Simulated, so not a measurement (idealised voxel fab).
A process module follows: voxel fin reveal.
Cross-sectional view cut (width: 260 nm; square cell size: 5 nm).
When this document writes out a cross-section, it uses a grid of square cells and lists it as bands, beginning at the top and moving down, with a band standing for one or more rows of cells. The entry gives the band's vertical extent as a top height and a bottom height in nm, then its horizontal make-up as materials from left to right, each with a width in nm. "blank" stands for empty space; a single material marked "edge to edge" fills the band edge to edge. Beneath 0, the wafer as received is one material, and that level is where height counting begins. The lowest band goes on downward without a bottom; it is written like "0 down". It should be noted that a width expressed as "30 to 40" varies in equal increments from row to row of cells within the band, taking the value of the first number at the top row and that of the second number at the bottom row. For the purposes of this document, the phrase "nothing different" attached to a step denotes that no cell within the cross-section was modified by that step. Empty spaces counting at least 8 cells and having no open way to the top are listed in "Trapped voids". The notation width x height at distance is used for each, the distance being from the left edge and all three values in nm. That trailing text on a step's line, after the settings, is the simulator's own remark on the step. What "overlay nm" on a step's line means: if the step has a mask, that mask lay this far to the right of its planned place, or, when the value is negative, to the left.

Here's what the planned process steps look like:
| 1 | op RECEIVE | material Si |
| 2 | op CONFORMAL_DEP | material SiN | thk nm 5 |
| 3 | op PATTERN | tone cover | mask id FINS | material resist | width nm 15 | pitch nm 40 | thk nm 20 | overlay nm 0 |
| 4 | op DIRECTIONAL_ETCH | etch materials SiN | depth nm 5 |
| 5 | op DIRECTIONAL_ETCH | etch materials Si | depth nm 30 |
| 6 | op STRIP | etch materials resist |
| 7 | op OXIDIZE | depth nm 5 |
| 8 | op FILL_DEP | material SiO2 | thk nm 15 |
| 9 | op CMP | height nm 5 |
| 10 | op SELECTIVE_ETCH | etch materials SiO2 | depth nm 15 |
| 11 | op STRIP | etch materials SiN |
| 12 | op CONFORMAL_DEP | material HfO2 | thk nm 5 |

Delivered wafer in cross-section: state after step 1:
  0 down  Si edge to edge
  Trapped voids: none

Cross-sectional result after module completion. Note: starting condition and plan are unchanged from above; one processing mistake was made:
  5 to 0  90 blank / 15 HfO2 / 25 blank / 15 HfO2 / 25 blank / 15 HfO2 / 75 blank
  0 to -5  90 blank / 5 HfO2 / 5 Si / 5 HfO2 / 25 blank / 5 HfO2 / 5 Si / 5 HfO2 / 25 blank / 5 HfO2 / 5 Si / 5 HfO2 / 75 blank
  -5 to -10  95 HfO2 / 5 Si / 35 HfO2 / 5 Si / 35 HfO2 / 5 Si / 80 HfO2
  -10 to -35  95 SiO2 / 5 Si / 35 SiO2 / 5 Si / 35 SiO2 / 5 Si / 80 SiO2
  -35 down  Si edge to edge
  Trapped voids: none
Against the plan, the run slipped here: heads up, step 3 didn't go per plan, it actually ran as op PATTERN | tone cover | mask id FINS | material resist | width nm 15 | pitch nm 40 | thk nm 20 | overlay nm 10
